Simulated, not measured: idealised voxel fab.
The name of this process module is voxel air gaps.
The width of the displayed cross-section, cut, is 205 nm; its cells are square, with a size of 5 nm.
Throughout this document, each cross-section is represented as a grid of square cells and is presented as a sequence of bands enumerated from the top downward, where a band comprises one or more rows of cells.
What a band's entry tells you: where the top is and where the bottom is, as heights in nm, and after that what lies inside, material by material from left to right, each with its width in nm. Empty space is written as the word "blank", and a single material marked with the word "all across" occupies the band from edge to edge.
Heads up on the height convention: 0 is the point under which the incoming wafer is all one material, and the lowest band has no bottom, it just keeps going down, like "0 down".
Width: "30..40" (first number = top row, second number = bottom row, same change from row to row of cells).
Where the words "all unchanged" appear for a step, the cross-section shows no cell changed by that step; every cell remained as before.
The list in "Enclosed void catalog" covers empty spaces of 8 cells or more that cannot reach the top through any open way, and it gives each as width x height at distance; the distance is from the left edge, and width, height and distance are in nm.
Read whatever lies past the settings on a step's line as the simulator's own remark about the step.
The setting "overlay nm" may be written on the line of a step. When the step uses a mask, the value reports how far to the right of the planned place the mask lay, and a negative value reports that it lay to the left.

These are the steps we planned for the process
1. RECEIVE with material Si
2. CONFORMAL_DEP with material SiO2, thk nm 10
3. CONFORMAL_DEP with material SiCN, thk nm 5
4. DIRECTIONAL_DEP with material SiO2, thk nm 30
5. PATTERN with tone open, mask id LINES, material resist, width nm 20, pitch nm 45, thk nm 20, overlay nm 0
6. DIRECTIONAL_ETCH with etch materials SiO2, depth nm 30
7. STRIP with etch materials resist
8. CONFORMAL_DEP with material TiN, thk nm 5
9. FILL_DEP with material Cu, thk nm 10
10. CMP with height nm 45
11. EPI with material Ru, thk nm 10
12. SELECTIVE_ETCH with etch materials SiO2, depth nm 40
13. CONFORMAL_DEP with material SiCN, thk nm 5

Cross-section: wafer on arrival = after step 1
  0 down: Si all across
  Enclosed void catalog: none

The plan above was carried out on the starting structure above with one mistake, and this cross-section shows the wafer at the end of the module
  60 to 55: blank=30 | SiCN=140 | blank=35
  55 to 45: blank=30 | SiCN=5 | Ru=40 | SiCN=5 | Ru=40 | SiCN=5 | Ru=40 | SiCN=5 | blank=35
  45 to 20: blank=30 | SiCN=5 | Ru=10 | TiN=5 | Cu=10 | TiN=5 | Ru=10 | SiCN=5 | Ru=10 | TiN=5 | Cu=10 | TiN=5 | Ru=10 | SiCN=5 | Ru=10 | TiN=5 | Cu=10 | TiN=5 | Ru=10 | SiCN=5 | blank=35
  20 to 15: SiCN=35 | Ru=10 | TiN=20 | Ru=10 | SiCN=5 | Ru=10 | TiN=20 | Ru=10 | SiCN=5 | Ru=10 | TiN=20 | Ru=10 | SiCN=40
  15 to 10: SiCN all across
  10 to 0: SiO2 all across
  0 down: Si all across
  Enclosed void catalog: none
Deviation noted in wafer processing: steps 11 and 12 traded places in the executed sequence
